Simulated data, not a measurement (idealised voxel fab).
The document below concerns the process module designated voxel trench capacitor.
Square cell edge 5 nm, section width 260 nm, ID cut.
Reading order for cross-sections: top band down to bottom band. Underlying form: a grid of square cells. Band size: one or more rows of cells.
Each band's line starts with the height of the band's top and of its bottom, in nm. Then come its materials from left to right, each with its width in nm. One material with "edge to edge" fills the band from edge to edge. "empty" is empty space.
Beneath 0, the wafer as received is one material, and that level is where height counting begins. The lowest band goes on downward without a bottom; it is written like "0..down".
A width such as "30 to 40" changes by the same amount from each row of cells to the next, from the band's top row to its bottom row.
Take "no alterations made" at face value: in the step it is given for, the cross-section changed in none of its cells.
Basically, "Enclosed void entries" tells you about the enclosed voids: empty spaces with no open way to the top, 8 cells or bigger, each written width x height at distance, where distance is from the left edge, all in nm.
If you see something after the settings on a step's line, that's the simulator's own remark about that step.
The setting "overlay nm" may be written on the line of a step. When the step uses a mask, the value reports how far to the right of the planned place the mask lay, and a negative value reports that it lay to the left.
THIS SECTION LISTS THE PROCESS STEPS THAT WERE PLANNED
step 1: RECEIVE, material Si
step 2: CONFORMAL_DEP, material SiN, thk nm 10
step 3: DIRECTIONAL_DEP, material aC, thk nm 15
step 4: PATTERN, tone open, mask id TRENCH, material resist, width nm 30, pitch nm 60, thk nm 35, overlay nm 0
step 5: DIRECTIONAL_ETCH, etch materials aC, depth nm 15
step 6: STRIP, etch materials resist
step 7: DIRECTIONAL_ETCH, etch materials SiN, depth nm 10
step 8: DIRECTIONAL_ETCH, etch materials Si, depth nm 40
step 9: STRIP, etch materials aC
step 10: CONFORMAL_DEP, material HfO2, thk nm 5
step 11: CONFORMAL_DEP, material TiN, thk nm 5
step 12: FILL_DEP, material W, thk nm 10
step 13: CMP, height nm 10
FIRST OF TWO WAFERS, PROCESSED ACCORDING TO PLAN
CROSS-SECTION OF THE WAFER AS IT CAME TO US, I.E., ALREADY THROUGH STEP 1
	0..down | Si edge to edge
	Enclosed void entries: none
CROSS-SECTION: WAFER STATE AFTER STEP 2
	10..0 | SiN edge to edge
	Under the height 0 nothing was changed.
CROSS-SECTION: WAFER STATE AFTER STEP 3
	25..10 | aC edge to edge
	Under the height 10 nothing was changed.
CROSS-SECTION: WAFER STATE AFTER STEP 4
	60..25 | resist: 25 | empty: 30 | resist: 30 | empty: 30 | resist: 30 | empty: 30 | resist: 30 | empty: 30 | resist: 25
	Under the height 25 nothing was changed.
CROSS-SECTION: WAFER STATE AFTER STEP 5
	45..25 | resist: 25 | empty: 30 | resist: 30 | empty: 30 | resist: 30 | empty: 30 | resist: 30 | empty: 30 | resist: 25
	25..10 | aC: 25 | empty: 30 | aC: 30 | empty: 30 | aC: 30 | empty: 30 | aC: 30 | empty: 30 | aC: 25
	Under the height 10 nothing was changed.
CROSS-SECTION: WAFER STATE AFTER STEP 6
	25..10 | aC: 25 | empty: 30 | aC: 30 | empty: 30 | aC: 30 | empty: 30 | aC: 30 | empty: 30 | aC: 25
	Under the height 10 nothing was changed.
CROSS-SECTION: WAFER STATE AFTER STEP 7
	25..10 | aC: 25 | empty: 30 | aC: 30 | empty: 30 | aC: 30 | empty: 30 | aC: 30 | empty: 30 | aC: 25
	10..0 | SiN: 25 | empty: 30 | SiN: 30 | empty: 30 | SiN: 30 | empty: 30 | SiN: 30 | empty: 30 | SiN: 25
	Under the height 0 nothing was changed.
CROSS-SECTION: WAFER STATE AFTER STEP 8
	25..10 | aC: 25 | empty: 30 | aC: 30 | empty: 30 | aC: 30 | empty: 30 | aC: 30 | empty: 30 | aC: 25
	10..0 | SiN: 25 | empty: 30 | SiN: 30 | empty: 30 | SiN: 30 | empty: 30 | SiN: 30 | empty: 30 | SiN: 25
	0..-40 | Si: 25 | empty: 30 | Si: 30 | empty: 30 | Si: 30 | empty: 30 | Si: 30 | empty: 30 | Si: 25
	Under the height -40 nothing was changed.
CROSS-SECTION: WAFER STATE AFTER STEP 9
	10..0 | SiN: 25 | empty: 30 | SiN: 30 | empty: 30 | SiN: 30 | empty: 30 | SiN: 30 | empty: 30 | SiN: 25
	Under the height 0 nothing was changed.
CROSS-SECTION: WAFER STATE AFTER STEP 10
	15..10 | HfO2: 30 | empty: 20 | HfO2: 40 | empty: 20 | HfO2: 40 | empty: 20 | HfO2: 40 | empty: 20 | HfO2: 30
	10..0 | SiN: 25 | HfO2: 5 | empty: 20 | HfO2: 5 | SiN: 30 | HfO2: 5 | empty: 20 | HfO2: 5 | SiN: 30 | HfO2: 5 | empty: 20 | HfO2: 5 | SiN: 30 | HfO2: 5 | empty: 20 | HfO2: 5 | SiN: 25
	0..-35 | Si: 25 | HfO2: 5 | empty: 20 | HfO2: 5 | Si: 30 | HfO2: 5 | empty: 20 | HfO2: 5 | Si: 30 | HfO2: 5 | empty: 20 | HfO2: 5 | Si: 30 | HfO2: 5 | empty: 20 | HfO2: 5 | Si: 25
	-35..-40 | Si: 25 | HfO2: 30 | Si: 30 | HfO2: 30 | Si: 30 | HfO2: 30 | Si: 30 | HfO2: 30 | Si: 25
	Under the height -40 nothing was changed.
CROSS-SECTION: WAFER STATE AFTER STEP 11
	20..15 | TiN: 35 | empty: 10 | TiN: 50 | empty: 10 | TiN: 50 | empty: 10 | TiN: 50 | empty: 10 | TiN: 35
	15..10 | HfO2: 30 | TiN: 5 | empty: 10 | TiN: 5 | HfO2: 40 | TiN: 5 | empty: 10 | TiN: 5 | HfO2: 40 | TiN: 5 | empty: 10 | TiN: 5 | HfO2: 40 | TiN: 5 | empty: 10 | TiN: 5 | HfO2: 30
	10..0 | SiN: 25 | HfO2: 5 | TiN: 5 | empty: 10 | TiN: 5 | HfO2: 5 | SiN: 30 | HfO2: 5 | TiN: 5 | empty: 10 | TiN: 5 | HfO2: 5 | SiN: 30 | HfO2: 5 | TiN: 5 | empty: 10 | TiN: 5 | HfO2: 5 | SiN: 30 | HfO2: 5 | TiN: 5 | empty: 10 | TiN: 5 | HfO2: 5 | SiN: 25
	0..-30 | Si: 25 | HfO2: 5 | TiN: 5 | empty: 10 | TiN: 5 | HfO2: 5 | Si: 30 | HfO2: 5 | TiN: 5 | empty: 10 | TiN: 5 | HfO2: 5 | Si: 30 | HfO2: 5 | TiN: 5 | empty: 10 | TiN: 5 | HfO2: 5 | Si: 30 | HfO2: 5 | TiN: 5 | empty: 10 | TiN: 5 | HfO2: 5 | Si: 25
	-30..-35 | Si: 25 | HfO2: 5 | TiN: 20 | HfO2: 5 | Si: 30 | HfO2: 5 | TiN: 20 | HfO2: 5 | Si: 30 | HfO2: 5 | TiN: 20 | HfO2: 5 | Si: 30 | HfO2: 5 | TiN: 20 | HfO2: 5 | Si: 25
	Under the height -35 nothing was changed.
CROSS-SECTION: WAFER STATE AFTER STEP 12
	30..20 | W edge to edge
	20..15 | TiN: 35 | W: 10 | TiN: 50 | W: 10 | TiN: 50 | W: 10 | TiN: 50 | W: 10 | TiN: 35
	15..10 | HfO2: 30 | TiN: 5 | W: 10 | TiN: 5 | HfO2: 40 | TiN: 5 | W: 10 | TiN: 5 | HfO2: 40 | TiN: 5 | W: 10 | TiN: 5 | HfO2: 40 | TiN: 5 | W: 10 | TiN: 5 | HfO2: 30
	10..0 | SiN: 25 | HfO2: 5 | TiN: 5 | W: 10 | TiN: 5 | HfO2: 5 | SiN: 30 | HfO2: 5 | TiN: 5 | W: 10 | TiN: 5 | HfO2: 5 | SiN: 30 | HfO2: 5 | TiN: 5 | W: 10 | TiN: 5 | HfO2: 5 | SiN: 30 | HfO2: 5 | TiN: 5 | W: 10 | TiN: 5 | HfO2: 5 | SiN: 25
	0..-30 | Si: 25 | HfO2: 5 | TiN: 5 | W: 10 | TiN: 5 | HfO2: 5 | Si: 30 | HfO2: 5 | TiN: 5 | W: 10 | TiN: 5 | HfO2: 5 | Si: 30 | HfO2: 5 | TiN: 5 | W: 10 | TiN: 5 | HfO2: 5 | Si: 30 | HfO2: 5 | TiN: 5 | W: 10 | TiN: 5 | HfO2: 5 | Si: 25
	Under the height -30 nothing was changed.
CROSS-SECTION: WAFER STATE AFTER STEP 13
	10..0 | SiN: 25 | HfO2: 5 | TiN: 5 | W: 10 | TiN: 5 | HfO2: 5 | SiN: 30 | HfO2: 5 | TiN: 5 | W: 10 | TiN: 5 | HfO2: 5 | SiN: 30 | HfO2: 5 | TiN: 5 | W: 10 | TiN: 5 | HfO2: 5 | SiN: 30 | HfO2: 5 | TiN: 5 | W: 10 | TiN: 5 | HfO2: 5 | SiN: 25
	Under the height 0 nothing was changed.
SECOND WAFER - SHARED START AND PLAN WITH THE FIRST - ONE ERROR IN RUNNING - SAME AS THE FIRST UP TO STEP 12 INCLUSIVE
X-section, second wafer, when step 13 was due to finish: no alterations made
Run error: plan step 13 never ran because it was skipped
Looking at both finished wafers in cells, the second ends up ahead of or behind the first on some materials: +36 HfO2, +52 TiN, +120 W
